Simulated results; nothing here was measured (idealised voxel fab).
The document below concerns the process module designated voxel local oxidation.
Square cells of 5 nm make up the cross-section cut, whose width is 210 nm.
In what follows, cross-sections appear as grids of square cells, described through bands that run from the top down, where every band is one or more rows of cells. Basically the band line says how high the top is and how high the bottom is, in nm, and then what's in it from left to right, every material with its width in nm. Empty space shows up as "empty", and if a single material carries "everywhere" it runs the full band edge to edge. Heights are expressed relative to 0, this being the level below which the as-received wafer comprises one material exclusively. The lowest band is unbounded in the downward direction and is denoted as in "0 -> down". Width spec "30..40" -> top row of cells at first value, bottom row at second value, equal per-row change in between. Step marked "remained unchanged"? Then no cell in the cross-section changed in it. For the entry "Listed closed voids", the listed items are empty spaces with no open way to the top whose size is 8 cells or more; each item follows the pattern width x height at distance, where distance is from the left edge and all three are in nm. Text after the settings on a step's line: the simulator's own remark on that step. The optional step-line setting "overlay nm" applies to steps with a mask and quantifies how far to the right of its planned location the mask lay, a negative value indicating leftward placement.

These are the steps we planned for the process
- 1: RECEIVE (material Si)
- 2: OXIDIZE (depth nm 5)
- 3: CONFORMAL_DEP (material SiN; thk nm 15)
- 4: MASKED_ETCH (tone cover; mask id ACTIVE; width nm 110; etch materials SiN; depth nm 15; overlay nm 0)
- 5: SELECTIVE_ETCH (etch materials SiO2; depth nm 5)
- 6: OXIDIZE (depth nm 15)
- 7: STRIP (etch materials SiN)

Shown in cross-section is the wafer as received, that is, as it stands after step 1
* 0 -> down: Si everywhere
* Listed closed voids: none

End-of-module cross-section. Starting structure and process plan as above; one mistake made in running it
* 15 -> 0: 50 nm empty | 110 nm SiN | 50 nm empty
* 0 -> -5: 55 nm empty | 100 nm SiO2 | 55 nm empty
* -5 -> -20: 70 nm SiO2 | 70 nm Si | 70 nm SiO2
* -20 -> down: Si everywhere
* Listed closed voids: none
What was the processing mistake? heads up, step 7 of the plan was skipped and never actually ran
